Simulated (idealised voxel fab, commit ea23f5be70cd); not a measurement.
Herein follows the process module entitled voxel wiring stack.
Xsec cut, 210 nm wide, square cell size 5 nm.
This document writes a cross-section as a grid whose cells are square, and gives it as bands, listed from the top down; one or more rows of cells form a band. Look at the band entry: it leads with the top's height and the bottom's height in nm. Then it lists the materials left to right, with a width in nm for each. The word "full width" on a single material says that material fills the band edge to edge. The word "empty" is empty space. Heights are expressed relative to 0, this being the level below which the as-received wafer comprises one material exclusively. The lowest band is unbounded in the downward direction and is denoted as in "0 down". Graded width ("30->40"): value in top row of band = first number; value in bottom row = second number; row-to-row change constant. "identical to before" after a step means that no cell of the cross-section changed. Empty spaces without an open route to the top, at least 8 cells in extent, make up the entry "Completely enclosed voids"; each is given as width x height at distance, where the distance is measured from the left edge, and all are in nm. That trailing text on a step's line, after the settings, is the simulator's own remark on the step. "overlay nm" on a masked step: distance the mask lay right of its planned place, negative for left.

Planned step list for the process
1: RECEIVE with material Si
2: CONFORMAL_DEP with material SiO2, thk nm 15
3: DIRECTIONAL_DEP with material TiN, thk nm 5
4: DIRECTIONAL_DEP with material Ru, thk nm 20
5: MASKED_ETCH with tone cover, mask id METAL_1, width nm 30, pitch nm 60, etch materials Ru, depth nm 20, overlay nm 0
6: MASKED_ETCH with tone cover, mask id METAL_1, width nm 30, pitch nm 60, etch materials TiN, depth nm 5, overlay nm 0
7: CONFORMAL_DEP with material SiCN, thk nm 5
8: FILL_DEP with material SiO2, thk nm 5
9: CMP with height nm 40
10: CONFORMAL_DEP with material SiCN, thk nm 5
11: DIRECTIONAL_DEP with material SiO2, thk nm 10
12: MASKED_ETCH with tone open, mask id PLUG_1, width nm 15, etch materials SiO2, depth nm 10, overlay nm 0
13: MASKED_ETCH with tone open, mask id PLUG_1, width nm 15, etch materials SiCN, depth nm 5, overlay nm 0
14: EPI with material Ru, thk nm 10
15: EPI with material Ru, thk nm 5
16: CONFORMAL_DEP with material SiN, thk nm 5
17: DIRECTIONAL_DEP with material lowk, thk nm 20
18: MASKED_ETCH with tone open, mask id METAL_2, width nm 30, pitch nm 60, etch materials lowk, depth nm 20, overlay nm 0
19: MASKED_ETCH with tone open, mask id METAL_2, width nm 30, pitch nm 60, etch materials SiN, depth nm 5, overlay nm 0
20: CONFORMAL_DEP with material TiN, thk nm 5
21: FILL_DEP with material Cu, thk nm 10
22: CMP with height nm 80
23: EPI with material Ru, thk nm 5
24: FILL_DEP with material SiCN, thk nm 5

Incoming wafer in cross-section (state: after step 1)
	0 down  Si full width
	Completely enclosed voids: none

First wafer of two, sectioned at end of module; run went per plan
	90 to 85  SiCN full width
	85 to 80  SiCN 55 nm, then Ru 40 nm, then SiCN 20 nm, then Ru 40 nm, then SiCN 55 nm
	80 to 60  lowk 60 nm, then TiN 5 nm, then Cu 20 nm, then TiN 5 nm, then lowk 30 nm, then TiN 5 nm, then Cu 20 nm, then TiN 5 nm, then lowk 60 nm
	60 to 55  SiN 60 nm, then TiN 30 nm, then SiN 30 nm, then TiN 30 nm, then SiN 60 nm
	55 to 45  SiO2 60 nm, then Ru 15 nm, then SiO2 135 nm
	45 to 40  SiCN 60 nm, then Ru 15 nm, then SiCN 135 nm
	40 to 20  SiO2 55 nm, then SiCN 5 nm, then Ru 30 nm, then SiCN 5 nm, then SiO2 20 nm, then SiCN 5 nm, then Ru 30 nm, then SiCN 5 nm, then SiO2 55 nm
	20 to 15  SiCN 60 nm, then TiN 30 nm, then SiCN 30 nm, then TiN 30 nm, then SiCN 60 nm
	15 to 0  SiO2 full width
	0 down  Si full width
	Completely enclosed voids: none

Second wafer cross-section at end of module - shared start and plan with the first, one mistake in the run
	90 to 85  SiCN full width
	85 to 80  SiCN 55 nm, then Ru 40 nm, then SiCN 20 nm, then Ru 40 nm, then SiCN 55 nm
	80 to 60  lowk 60 nm, then TiN 5 nm, then Cu 20 nm, then TiN 5 nm, then lowk 30 nm, then TiN 5 nm, then Cu 20 nm, then TiN 5 nm, then lowk 60 nm
	60 to 55  SiN 60 nm, then TiN 30 nm, then SiN 30 nm, then TiN 30 nm, then SiN 60 nm
	55 to 45  SiO2 60 nm, then Ru 15 nm, then SiO2 135 nm
	45 to 40  SiCN 70 nm, then Ru 5 nm, then SiCN 135 nm
	40 to 20  SiO2 55 nm, then SiCN 5 nm, then Ru 30 nm, then SiCN 5 nm, then SiO2 20 nm, then SiCN 5 nm, then Ru 30 nm, then SiCN 5 nm, then SiO2 55 nm
	20 to 15  SiCN 60 nm, then TiN 30 nm, then SiCN 30 nm, then TiN 30 nm, then SiCN 60 nm
	15 to 0  SiO2 full width
	0 down  Si full width
	Completely enclosed voids: none
Deviation from plan: step 13 ran differently from the plan; actual operation with settings: MASKED_ETCH with tone open, mask id PLUG_1, width nm 15, etch materials SiCN, depth nm 5, overlay nm 10
End of process, cell counts, second wafer against first, materials with more or fewer: -2 Ru; +2 SiCN
